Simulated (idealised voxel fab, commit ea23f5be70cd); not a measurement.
process module | voxel ribs on slabs
cross-section cut | 145 nm wide | cells 5 nm
A cross-section is a grid of square cells, given in bands from the top down. A band is one or more rows of cells.
Each band's line starts with the height of the band's top and of its bottom, in nm. Then come its materials from left to right, each with its width in nm. One material with "throughout" fills the band from edge to edge. "air" is empty space.
Height 0 is the level under which the wafer as received is all one material. The lowest band goes on downwards, as in "0 down".
A width such as "30 to 40" changes by the same amount from each row of cells to the next, from the band's top row to its bottom row.
"no change" after a step means that no cell of the cross-section changed.
closed voids: empty space of 8 cells or more with no open way to the top, each as width x height at its distance from the left edge, in nm
after a step's settings: what the simulator itself notes on the step
overlay nm, on a step with a mask: how far to the right of its planned place the mask lay; to the left if negative
plan
1 op RECEIVE | material Si
2 op DIRECTIONAL_DEP | material SiO2 | thk nm 25
3 op DIRECTIONAL_DEP | material polySi | thk nm 20
4 op DIRECTIONAL_DEP | material aC | thk nm 15
5 op PATTERN | tone cover | mask id RIB | material resist | width nm 30 | thk nm 30 | overlay nm 0
6 op DIRECTIONAL_ETCH | etch materials aC | depth nm 15
7 op STRIP | etch materials resist
8 op DIRECTIONAL_ETCH | etch materials polySi | depth nm 10
9 op STRIP | etch materials aC
10 op DIRECTIONAL_DEP | material aC | thk nm 10
11 op PATTERN | tone cover | mask id SLAB | material resist | width nm 80 | thk nm 25 | overlay nm 0
12 op DIRECTIONAL_ETCH | etch materials aC | depth nm 10
13 op STRIP | etch materials resist
14 op DIRECTIONAL_ETCH | etch materials polySi | depth nm 10
15 op STRIP | etch materials aC
16 op FILL_DEP | material SiO2 | thk nm 20
17 op CMP | height nm 55
18 op DIRECTIONAL_DEP | material W | thk nm 5
19 op DIRECTIONAL_DEP | material aC | thk nm 15
20 op PATTERN | tone cover | mask id HEATER | material resist | width nm 40 | thk nm 30 | overlay nm 0
21 op DIRECTIONAL_ETCH | etch materials aC | depth nm 15
22 op STRIP | etch materials resist
23 op DIRECTIONAL_ETCH | etch materials W | depth nm 5
24 op STRIP | etch materials aC
25 op CONFORMAL_DEP | material SiO2 | thk nm 10
as received, after step 1
  0 down: Si throughout
  closed voids: none
a wafer at the end: this start, this plan, one mistake
  75 to 70: air 40 | SiO2 60 | air 45
  70 to 65: SiO2 throughout
  65 to 60: SiO2 50 | W 40 | SiO2 55
  60 to 45: SiO2 throughout
  45 to 35: SiO2 55 | polySi 30 | SiO2 60
  35 to 25: SiO2 30 | polySi 80 | SiO2 35
  25 to 0: SiO2 throughout
  0 down: Si throughout
  closed voids: none
what went wrong: step 17 ran as: op CMP | height nm 60
